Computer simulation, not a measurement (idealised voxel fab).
Title: Process Module voxel local oxidation
For reference, the cross-section in this document is cut, with width 265 nm and square cells of 5 nm.
Think of the cross-section as a grid of square cells. We describe it in bands, top to bottom, and each band covers one or more rows of those cells.
Read a band's entry like this: the first values are the height of its top and the height of its bottom in nm, and what follows is the sequence of materials from left to right, each with its width in nm. Note that "air" is empty space, and that a single material marked "throughout" reaches across the band from edge to edge.
Below 0: as-received wafer, all one material; heights counted from there. Lowest band: no bottom, goes on down, written "0 -> down".
Read "30..40" as a graded width: first number on top, second number at the bottom, same change between each pair of neighbouring rows.
Any step labelled "changes: none" changed none of the cells in the cross-section.
"Fully enclosed voids" lists enclosed empty spaces (at least 8 cells, no open path upward to the top), each as width x height at distance from the left edge, in nm.
If you see something after the settings on a step's line, that's the simulator's own remark about that step.
If you see "overlay nm" on a step's line and that step has a mask, it's telling you how far right of where it was planned the mask ended up; a negative number means it went left instead.
### Process steps foreseen in the plan
1: RECEIVE,material Si
2: OXIDIZE,depth nm 5
3: CONFORMAL_DEP,material SiN,thk nm 15
4: MASKED_ETCH,tone cover,mask id ACTIVE,width nm 105,pitch nm 125,etch materials SiN,depth nm 15,overlay nm 0
5: SELECTIVE_ETCH,etch materials SiO2,depth nm 5
6: OXIDIZE,depth nm 15
7: STRIP,etch materials SiN
### Incoming wafer, cross-sectional view, post step 1
* 0 -> down  Si throughout
* Fully enclosed voids: none
### Post-module cross-section: identical start and plan to those above, one misstep in execution
* 10 -> -5  SiO2 throughout
* -5 -> down  Si throughout
* Fully enclosed voids: none
Finding, execution versus plan: the process deviated at step 3: the operation and settings actually run there were CONFORMAL_DEP,material SiO2,thk nm 15
